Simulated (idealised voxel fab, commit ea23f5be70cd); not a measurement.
Title: Process Module voxel self aligned vias
The cross-section on display is named cut; it measures 255 nm wide, and its cells are 5 nm squares.
In this document a cross-section is written as a grid of square cells. It is given as a series of bands, listed from the top down, and a band is one or more rows of cells. It is stipulated that each band's entry specify, in nanometres, the height of the top of the band and then that of its bottom, followed by the materials of the band in left-to-right sequence, each together with its width in nanometres. A single material marked by the word "all across" is understood to fill the band from edge to edge; the word "air" is understood to denote empty space. The level at which height equals 0 is the one under which the wafer, as it arrives, is entirely one material. No lower edge exists for the bottom band, which continues downward and is notated as in "from 0 down". Note: "30..40" means the width goes from the first number (top row of the band) to the second number (bottom row) in equal steps per row of cells. For the purposes of this document, the phrase "no alteration" attached to a step denotes that no cell within the cross-section was modified by that step. Entry "Encapsulated voids". Content: empty spaces with no open connection to the top, size 8 cells or greater. Each: width x height at distance. Distance: from left edge. Unit: nm. On a step's line, text after the settings is the simulator commenting on that step. When a step includes a mask, the "overlay nm" setting on its line states how far to the right of its planned place that mask lay, and negative values state how far to the left.
Process steps (planned)
step 1: RECEIVE: material Si
step 2: CONFORMAL_DEP: material SiO2, thk nm 10
step 3: CONFORMAL_DEP: material SiCN, thk nm 5
step 4: DIRECTIONAL_DEP: material lowk, thk nm 20
step 5: MASKED_ETCH: tone open, mask id LINES, width nm 20, pitch nm 55, etch materials lowk, depth nm 20, overlay nm 0
step 6: CONFORMAL_DEP: material TiN, thk nm 5
step 7: FILL_DEP: material W, thk nm 5
step 8: CMP: height nm 35
step 9: SELECTIVE_ETCH: etch materials W Ru TiN, depth nm 5
step 10: FILL_DEP: material SiN, thk nm 10
step 11: CMP: height nm 35
step 12: DIRECTIONAL_DEP: material lowk, thk nm 20
step 13: PATTERN: tone open, mask id VIAS, material resist, width nm 40, pitch nm 55, thk nm 20, overlay nm 0
step 14: DIRECTIONAL_ETCH: etch materials lowk, depth nm 20
step 15: DIRECTIONAL_ETCH: etch materials SiN, depth nm 5
step 16: STRIP: etch materials resist
step 17: CONFORMAL_DEP: material TiN, thk nm 5
step 18: FILL_DEP: material Ru, thk nm 10
step 19: CMP: height nm 55
step 20: CONFORMAL_DEP: material SiCN, thk nm 5
As-received state of the wafer in cross-section, equivalent to post-step 1
from 0 down = Si all across
Encapsulated voids: none
Cross-sectional result after module completion. Note: starting condition and plan are unchanged from above; one processing mistake was made
from 60 to 55 = SiCN all across
from 55 to 40 = lowk: 50 | TiN: 5 | Ru: 30 | TiN: 5 | lowk: 15 | TiN: 5 | Ru: 30 | TiN: 5 | lowk: 15 | TiN: 5 | Ru: 30 | TiN: 5 | lowk: 55
from 40 to 35 = lowk: 50 | TiN: 40 | lowk: 15 | TiN: 40 | lowk: 15 | TiN: 40 | lowk: 55
from 35 to 30 = SiN: 50 | TiN: 10 | lowk: 20 | TiN: 10 | SiN: 15 | TiN: 10 | lowk: 20 | TiN: 10 | SiN: 15 | TiN: 10 | lowk: 20 | TiN: 10 | SiN: 55
from 30 to 20 = W: 55 | TiN: 5 | lowk: 20 | TiN: 5 | W: 25 | TiN: 5 | lowk: 20 | TiN: 5 | W: 25 | TiN: 5 | lowk: 20 | TiN: 5 | W: 60
from 20 to 15 = TiN: 60 | lowk: 20 | TiN: 35 | lowk: 20 | TiN: 35 | lowk: 20 | TiN: 65
from 15 to 10 = SiCN all across
from 10 to 0 = SiO2 all across
from 0 down = Si all across
Encapsulated voids: none
So what did we get wrong on this run? contrary to plan, step 5 was performed as MASKED_ETCH: tone cover, mask id LINES, width nm 20, pitch nm 55, etch materials lowk, depth nm 20, overlay nm 0
